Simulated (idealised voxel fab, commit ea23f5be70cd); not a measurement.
This is a process module. Its name is voxel ribs on slabs.
For reference, the cross-section in this document is cut, with width 195 nm and square cells of 5 nm.
Heads up, the way a cross-section reads in here is a grid of square cells, handed over as bands from the top down, with every band being one or more rows of cells.
The entry gives the band's vertical extent as a top height and a bottom height in nm, then its horizontal make-up as materials from left to right, each with a width in nm. "empty" stands for empty space; a single material marked "all across" fills the band edge to edge.
Note: height 0 marks the level under which the wafer is uniformly one material as received. Lowest band unbounded below, written "0 nm and below".
A width given as "30..40" starts at the first number in the band's top row and ends at the second number in its bottom row, shifting by an equal amount at every step from row to row.
When a step is marked "no change occurred", none of the cells in the cross-section changed during that step.
"Enclosed void entries": sealed empty spaces, 8 cells or more, no open way to top, listed width x height at distance, with distance from the left edge and width, height and distance in nm.
Where a step's line continues beyond its settings, the continuation is a remark by the simulator itself on that step.
On any step carrying a mask, the "overlay nm" setting, if present on the step's line, tells how far right of its planned place the mask lay; negative values point to the left.
STEPS IN THE PROCESS PLAN
1: RECEIVE, material Si
2: DIRECTIONAL_DEP, material SiO2, thk nm 25
3: DIRECTIONAL_DEP, material SiN, thk nm 20
4: PATTERN, tone cover, mask id RIB, material resist, width nm 25, thk nm 15, overlay nm 0
5: DIRECTIONAL_ETCH, etch materials SiN, depth nm 5
6: STRIP, etch materials resist
7: MASKED_ETCH, tone cover, mask id SLAB, width nm 85, etch materials SiN, depth nm 15, overlay nm -15
8: FILL_DEP, material SiO2, thk nm 20
9: CMP, height nm 60
10: DIRECTIONAL_DEP, material W, thk nm 10
11: DIRECTIONAL_DEP, material aC, thk nm 10
12: PATTERN, tone cover, mask id HEATER, material resist, width nm 35, thk nm 30, overlay nm 0
13: DIRECTIONAL_ETCH, etch materials aC, depth nm 10
14: STRIP, etch materials resist
15: DIRECTIONAL_ETCH, etch materials W, depth nm 10
16: STRIP, etch materials aC
17: CONFORMAL_DEP, material SiO2, thk nm 10
Wafers differ in overlay nm at step 7; plan lists the first wafer's value; identical starting state.
THIS IS HOW THE FIRST OF SEVERAL WAFERS LOOKED IN CROSS-SECTION WHEN IT ARRIVED, WHICH IS AFTER STEP 1
0 nm and below | Si all across
Enclosed void entries: none
CROSS-SECTION OF THE FIRST OF SEVERAL WAFERS, TAKEN AFTER STEP 17, WHERE THE MODULE ENDS
80 nm to 70 nm | 70 of empty; 55 of SiO2; 70 of empty
70 nm to 60 nm | 80 of SiO2; 35 of W; 80 of SiO2
60 nm to 45 nm | SiO2 all across
45 nm to 40 nm | 85 of SiO2; 25 of SiN; 85 of SiO2
40 nm to 25 nm | 40 of SiO2; 85 of SiN; 70 of SiO2
25 nm to 0 nm | SiO2 all across
0 nm and below | Si all across
Enclosed void entries: none
AT THE END OF THE MODULE, THE LAST OF SEVERAL WAFERS IN CROSS-SECTION
80 nm to 70 nm | 70 of empty; 55 of SiO2; 70 of empty
70 nm to 60 nm | 80 of SiO2; 35 of W; 80 of SiO2
60 nm to 45 nm | SiO2 all across
45 nm to 40 nm | 85 of SiO2; 25 of SiN; 85 of SiO2
40 nm to 25 nm | 70 of SiO2; 85 of SiN; 40 of SiO2
25 nm to 0 nm | SiO2 all across
0 nm and below | Si all across
Enclosed void entries: none
PER WAFER (ROW), END OF MODULE: DELTA IN CELLS PER MATERIAL SINCE RECEIPT, (+) FOR GAINED, (-) FOR LOST; CLOSED VOIDS AFTER THAT
overlay nm -15, +56 SiN, +498 SiO2, +14 W, Enclosed void entries: none
overlay nm -10, +56 SiN, +498 SiO2, +14 W, Enclosed void entries: none
overlay nm -5, +56 SiN, +498 SiO2, +14 W, Enclosed void entries: none
overlay nm 0, +56 SiN, +498 SiO2, +14 W, Enclosed void entries: none
overlay nm 5, +56 SiN, +498 SiO2, +14 W, Enclosed void entries: none
overlay nm 10, +56 SiN, +498 SiO2, +14 W, Enclosed void entries: none
overlay nm 15, +56 SiN, +498 SiO2, +14 W, Enclosed void entries: none
